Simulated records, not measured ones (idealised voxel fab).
Process module name: voxel ribs on slabs
Square cell edge 5 nm, section width 225 nm, ID cut.
How to read a cross-section here: the picture is a grid of square cells, written as bands going from the top down, and any band can span one or more rows of cells. Heads up on the band format: heights come first, top then bottom, in nm. After that it's the materials left to right, each with its width in nm. A single material flagged "everywhere" fills the whole band edge to edge, and "blank" means there's empty space there. Heights are reckoned from 0. Under this level, the received wafer is all of one material. The bottommost band is open-ended downward, for example "z 0 and below". Note: "30 to 40" means the width goes from the first number (top row of the band) to the second number (bottom row) in equal steps per row of cells. No cell of the cross-section changed in a step that is given as "no modification". Look at "Enclosed voids" for the closed voids: empty spaces with no open path to the top, sized 8 cells or up. Each is width x height at distance, distance from the left edge, all nm. On a step's line, text after the settings is the simulator commenting on that step. You can add "overlay nm" to a step's line. For a step with a mask, it describes how far the mask lay to the right of its planned position, and a negative number describes a lay to the left.

Steps planned for the process:
1,RECEIVE, material Si
2,DIRECTIONAL_DEP, material SiO2, thk nm 20
3,DIRECTIONAL_DEP, material SiN, thk nm 25
4,PATTERN, tone cover, mask id RIB, material resist, width nm 15, thk nm 15, overlay nm 0
5,DIRECTIONAL_ETCH, etch materials SiN, depth nm 15
6,STRIP, etch materials resist
7,MASKED_ETCH, tone cover, mask id SLAB, width nm 65, etch materials SiN, depth nm 10, overlay nm 0
8,FILL_DEP, material SiO2, thk nm 25
9,CMP, height nm 65
10,DIRECTIONAL_DEP, material TiN, thk nm 10
11,MASKED_ETCH, tone cover, mask id HEATER, width nm 25, etch materials TiN, depth nm 10, overlay nm 0
12,CONFORMAL_DEP, material SiN, thk nm 10

Cross-section of the wafer as it came to us, i.e., already through step 1:
z 0 and below = Si everywhere
Enclosed voids: none

As-planned run: cross-section of the first of two wafers at end of module:
z 85 to 75 = 90 of blank, then 45 of SiN, then 90 of blank
z 75 to 65 = 100 of SiN, then 25 of TiN, then 100 of SiN
z 65 to 45 = SiO2 everywhere
z 45 to 30 = 105 of SiO2, then 15 of SiN, then 105 of SiO2
z 30 to 20 = 80 of SiO2, then 65 of SiN, then 80 of SiO2
z 20 to 0 = SiO2 everywhere
z 0 and below = Si everywhere
Enclosed voids: none

End-of-module cross-section of the second wafer: identical starting point and process plan to the first, with one processing mistake:
z 80 to 75 = 90 of blank, then 45 of SiN, then 90 of blank
z 75 to 70 = SiN everywhere
z 70 to 65 = 100 of SiN, then 25 of TiN, then 100 of SiN
z 65 to 45 = SiO2 everywhere
z 45 to 30 = 105 of SiO2, then 15 of SiN, then 105 of SiO2
z 30 to 20 = 80 of SiO2, then 65 of SiN, then 80 of SiO2
z 20 to 0 = SiO2 everywhere
z 0 and below = Si everywhere
Enclosed voids: none
It is concluded that the wafer was processed incorrectly with respect to the plan, in that step 10 went in with a setting other than planned; the actual run was DIRECTIONAL_DEP, material TiN, thk nm 5
Wrapping up, a cell-based count of both wafers puts the second over or under the first for these materials: SiN -4; TiN -5
